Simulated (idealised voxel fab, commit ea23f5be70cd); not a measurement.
You're looking at the process module voxel gate over fins.
Square cell edge 5 nm, section width 290 nm, ID cut.
When this document writes out a cross-section, it uses a grid of square cells and lists it as bands, beginning at the top and moving down, with a band standing for one or more rows of cells.
Within each band entry, the heights of the top and of the bottom of the band appear first, in that order and in nm; the materials of the band then follow from left to right, each with its corresponding width in nm. The designation "all across" on a single material indicates that it fills the band from edge to edge; the designation "empty" indicates empty space.
It should be noted that heights are counted from 0, beneath which the wafer as supplied is of one material throughout, and that the lowest band possesses no lower boundary but continues downward, as written in "0 nm and below".
The width entry "30..40" should be interpreted row by row: the top row of cells in the band takes the first number, the bottom row takes the second number, and the change between adjacent rows is uniform throughout.
Any step labelled "remains unaltered" changed none of the cells in the cross-section.
The entry titled "Closed-off voids" provides the empty spaces that have no open way to the top, restricted to those of 8 cells or more. Each is presented as width x height at distance, the distance being measured from the left edge, with all three in nm.
Formally, on a step line, whatever follows the settings is a remark that the simulator itself makes on the step.
The "overlay nm" setting may appear on a step's line; for a step that uses a mask, it gives how far to the right of its planned position the mask lay, and a negative value indicates the left.
## The planned process steps are enumerated hereunder
- 1: RECEIVE,material Si
- 2: CONFORMAL_DEP,material SiN,thk nm 5
- 3: MASKED_ETCH,tone cover,mask id FINS,width nm 15,pitch nm 40,etch materials SiN,depth nm 5,overlay nm -15
- 4: MASKED_ETCH,tone cover,mask id FINS,width nm 15,pitch nm 40,etch materials Si,depth nm 30,overlay nm 0
- 5: FILL_DEP,material SiO2,thk nm 10
- 6: CMP,height nm 5
- 7: SELECTIVE_ETCH,etch materials SiO2,depth nm 15
- 8: STRIP,etch materials SiN
- 9: CONFORMAL_DEP,material HfO2,thk nm 5
- 10: CONFORMAL_DEP,material TiN,thk nm 5
- 11: CONFORMAL_DEP,material TiAl,thk nm 5
- 12: CONFORMAL_DEP,material TiN,thk nm 5
- 13: FILL_DEP,material W,thk nm 10
- 14: CMP,height nm 25
- 15: CONFORMAL_DEP,material SiCN,thk nm 10
The plan's step 3 overlay nm is the first wafer's value; the wafers differ in this setting and start identical.
## Step 1 complete: as-received cross-section of the first of several wafers
> 0 nm and below  Si all across
> Closed-off voids: none
## The table below has one row for each wafer; a row shows, as of the end of the module, how many cells of each material the wafer has gained, marked (+), or lost, marked (-), since it was received, and then the wafer's closed voids
overlay nm -15 | +66 HfO2 | -276 Si | +116 SiCN | +184 SiO2 | +62 TiAl | +124 TiN | +130 W | Closed-off voids: none
overlay nm -10 | +66 HfO2 | -288 Si | +116 SiCN | +192 SiO2 | +62 TiAl | +126 TiN | +132 W | Closed-off voids: none
overlay nm -5 | +66 HfO2 | -300 Si | +116 SiCN | +200 SiO2 | +62 TiAl | +128 TiN | +134 W | Closed-off voids: none
overlay nm 0 | +66 HfO2 | -312 Si | +116 SiCN | +208 SiO2 | +64 TiAl | +128 TiN | +136 W | Closed-off voids: none
overlay nm 5 | +66 HfO2 | -300 Si | +116 SiCN | +200 SiO2 | +62 TiAl | +128 TiN | +134 W | Closed-off voids: none
overlay nm 10 | +66 HfO2 | -288 Si | +116 SiCN | +192 SiO2 | +62 TiAl | +126 TiN | +132 W | Closed-off voids: none
overlay nm 15 | +66 HfO2 | -276 Si | +116 SiCN | +184 SiO2 | +62 TiAl | +124 TiN | +130 W | Closed-off voids: none
